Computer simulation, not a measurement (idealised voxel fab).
You're looking at the process module voxel transistor to metal.
Cross-section cut: width 175 nm, square cells of 5 nm.
In this document a cross-section is written as a grid of square cells. It is given as a series of bands, listed from the top down, and a band is one or more rows of cells. Each band's line starts with the height of the band's top and of its bottom, in nm. Then come its materials from left to right, each with its width in nm. One material with "everywhere" fills the band from edge to edge. "blank" is empty space. The level at which height equals 0 is the one under which the wafer, as it arrives, is entirely one material. No lower edge exists for the bottom band, which continues downward and is notated as in "z 0 and below". A width such as "30 to 40" changes by the same amount from each row of cells to the next, from the band's top row to its bottom row. For the purposes of this document, the phrase "no change occurred" attached to a step denotes that no cell within the cross-section was modified by that step. For the entry "Sealed internal voids", the listed items are empty spaces with no open way to the top whose size is 8 cells or more; each item follows the pattern width x height at distance, where distance is from the left edge and all three are in nm. Past the settings on a step's line: simulator remark, on that step. overlay nm: where the mask lay relative to plan, measured to the right, on steps with a mask; negatives go left.

**Steps planned for the process**
1. RECEIVE (material Si)
2. CONFORMAL_DEP (material SiO2; thk nm 5)
3. CONFORMAL_DEP (material SiN; thk nm 10)
4. PATTERN (tone cover; mask id ACTIVE; material resist; width nm 115; thk nm 15; overlay nm 0)
5. DIRECTIONAL_ETCH (etch materials SiN; depth nm 10)
6. DIRECTIONAL_ETCH (etch materials SiO2; depth nm 5)
7. DIRECTIONAL_ETCH (etch materials Si; depth nm 30)
8. STRIP (etch materials resist)
9. FILL_DEP (material SiO2; thk nm 10)
10. CMP (height nm 15)
11. SELECTIVE_ETCH (etch materials SiO2; depth nm 5)
12. STRIP (etch materials SiN)
13. SELECTIVE_ETCH (etch materials SiO2; depth nm 5)
14. OXIDIZE (depth nm 5)
15. DIRECTIONAL_DEP (material polySi; thk nm 25)
16. DIRECTIONAL_DEP (material SiCN; thk nm 10)
17. DIRECTIONAL_DEP (material aC; thk nm 15)
18. PATTERN (tone cover; mask id GATE; material resist; width nm 25; thk nm 30; overlay nm 0)
19. DIRECTIONAL_ETCH (etch materials aC; depth nm 15)
20. STRIP (etch materials resist)
21. DIRECTIONAL_ETCH (etch materials SiCN; depth nm 20)
22. DIRECTIONAL_ETCH (etch materials polySi; depth nm 35)
23. STRIP (etch materials aC)
24. CONFORMAL_DEP (material SiO2; thk nm 5)
25. DIRECTIONAL_ETCH (etch materials SiO2; depth nm 5)
26. CONFORMAL_DEP (material SiN; thk nm 10)
27. DIRECTIONAL_ETCH (etch materials SiN; depth nm 10)
28. DIRECTIONAL_ETCH (etch materials SiO2; depth nm 5)
29. EPI (material SiGe; thk nm 5)
30. FILL_DEP (material SiO2; thk nm 5)
31. CMP (height nm 25)
32. STRIP (etch materials polySi)
33. SELECTIVE_ETCH (etch materials SiO2; depth nm 5)
34. CONFORMAL_DEP (material HfO2; thk nm 5)
35. CONFORMAL_DEP (material TiN; thk nm 5)
36. FILL_DEP (material W; thk nm 5)
37. CMP (height nm 20)
38. DIRECTIONAL_DEP (material SiO2; thk nm 15)
39. DIRECTIONAL_DEP (material aC; thk nm 10)
40. PATTERN (tone open; mask id CONTACT; material resist; width nm 15; pitch nm 80; thk nm 25; overlay nm 0)
41. DIRECTIONAL_ETCH (etch materials aC; depth nm 10)
42. STRIP (etch materials resist)
43. DIRECTIONAL_ETCH (etch materials SiO2; depth nm 35)
44. STRIP (etch materials aC)
45. CONFORMAL_DEP (material TiN; thk nm 5)
46. FILL_DEP (material Ru; thk nm 5)
47. CMP (height nm 35)
48. CONFORMAL_DEP (material SiN; thk nm 5)
49. DIRECTIONAL_DEP (material SiO2; thk nm 15)
50. MASKED_ETCH (tone open; mask id METAL_1; width nm 15; pitch nm 80; etch materials SiO2; depth nm 15; overlay nm 0)
51. MASKED_ETCH (tone open; mask id METAL_1; width nm 15; pitch nm 80; etch materials SiN; depth nm 5; overlay nm 0)
52. CONFORMAL_DEP (material TiN; thk nm 5)
53. FILL_DEP (material Cu; thk nm 10)
54. CMP (height nm 55)
55. EPI (material Ru; thk nm 5)
56. FILL_DEP (material SiCN; thk nm 5)
57. DIRECTIONAL_DEP (material SiO2; thk nm 30)
58. MASKED_ETCH (tone open; mask id METAL_2; width nm 15; pitch nm 80; etch materials SiO2; depth nm 20; overlay nm 0)
59. PATTERN (tone open; mask id METAL_2_HOLES; material resist; width nm 15; pitch nm 80; thk nm 20; overlay nm 0)
60. DIRECTIONAL_ETCH (etch materials SiO2; depth nm 10)
61. DIRECTIONAL_ETCH (etch materials SiCN; depth nm 5)
62. STRIP (etch materials resist)
63. CONFORMAL_DEP (material TiN; thk nm 5)
64. FILL_DEP (material Cu; thk nm 10)
65. CMP (height nm 95)
66. CONFORMAL_DEP (material SiCN; thk nm 5)

**Cross-section of the wafer at receipt, which is the condition after step 1**
  z 0 and below  Si everywhere
  Sealed internal voids: none

**Sectioned view, first of two wafers, at the close of the module, processed as intended in the plan**
  z 100 to 95  SiCN everywhere
  z 95 to 65  40 of SiO2 / 5 of TiN / 5 of Cu / 5 of TiN / 65 of SiO2 / 5 of TiN / 5 of Cu / 5 of TiN / 40 of SiO2
  z 65 to 60  40 of SiCN / 15 of TiN / 65 of SiCN / 15 of TiN / 40 of SiCN
  z 60 to 55  35 of SiCN / 25 of Ru / 55 of SiCN / 25 of Ru / 35 of SiCN
  z 55 to 40  40 of SiO2 / 5 of TiN / 5 of Cu / 5 of TiN / 65 of SiO2 / 5 of TiN / 5 of Cu / 5 of TiN / 40 of SiO2
  z 40 to 35  40 of SiN / 15 of TiN / 65 of SiN / 15 of TiN / 40 of SiN
  z 35 to 20  40 of SiO2 / 5 of TiN / 5 of Ru / 5 of TiN / 65 of SiO2 / 5 of TiN / 5 of Ru / 5 of TiN / 40 of SiO2
  z 20 to 5  40 of SiO2 / 5 of TiN / 5 of Ru / 5 of TiN / 5 of SiO2 / 10 of SiN / 5 of HfO2 / 5 of TiN / 15 of W / 5 of TiN / 5 of HfO2 / 10 of SiN / 5 of SiO2 / 5 of TiN / 5 of Ru / 5 of TiN / 40 of SiO2
  z 5 to 0  30 of SiO2 / 10 of SiN / 15 of TiN / 5 of SiO2 / 10 of SiN / 5 of HfO2 / 25 of TiN / 5 of HfO2 / 10 of SiN / 5 of SiO2 / 15 of TiN / 10 of SiN / 30 of SiO2
  z 0 to -5  40 of SiO2 / 20 of SiGe / 10 of SiO2 / 35 of HfO2 / 10 of SiO2 / 20 of SiGe / 40 of SiO2
  z -5 to -30  30 of SiO2 / 115 of Si / 30 of SiO2
  z -30 and below  Si everywhere
  Sealed internal voids: none

**End-of-module cross-section of the second wafer: identical starting point and process plan to the first, with one processing mistake**
  z 100 to 95  SiCN everywhere
  z 95 to 65  SiO2 everywhere
  z 65 to 60  SiCN everywhere
  z 60 to 55  35 of SiCN / 25 of Ru / 55 of SiCN / 25 of Ru / 35 of SiCN
  z 55 to 40  40 of SiO2 / 5 of TiN / 5 of Cu / 5 of TiN / 65 of SiO2 / 5 of TiN / 5 of Cu / 5 of TiN / 40 of SiO2
  z 40 to 35  40 of SiN / 15 of TiN / 65 of SiN / 15 of TiN / 40 of SiN
  z 35 to 20  40 of SiO2 / 5 of TiN / 5 of Ru / 5 of TiN / 65 of SiO2 / 5 of TiN / 5 of Ru / 5 of TiN / 40 of SiO2
  z 20 to 5  40 of SiO2 / 5 of TiN / 5 of Ru / 5 of TiN / 5 of SiO2 / 10 of SiN / 5 of HfO2 / 5 of TiN / 15 of W / 5 of TiN / 5 of HfO2 / 10 of SiN / 5 of SiO2 / 5 of TiN / 5 of Ru / 5 of TiN / 40 of SiO2
  z 5 to 0  30 of SiO2 / 10 of SiN / 15 of TiN / 5 of SiO2 / 10 of SiN / 5 of HfO2 / 25 of TiN / 5 of HfO2 / 10 of SiN / 5 of SiO2 / 15 of TiN / 10 of SiN / 30 of SiO2
  z 0 to -5  40 of SiO2 / 20 of SiGe / 10 of SiO2 / 35 of HfO2 / 10 of SiO2 / 20 of SiGe / 40 of SiO2
  z -5 to -30  30 of SiO2 / 115 of Si / 30 of SiO2
  z -30 and below  Si everywhere
  Sealed internal voids: none
Nonconformance to the process plan: step 57 of the plan was performed twice
End of process, cell counts, second wafer against first, materials with more or fewer: -12 Cu | +6 SiCN | +36 SiO2 | -30 TiN
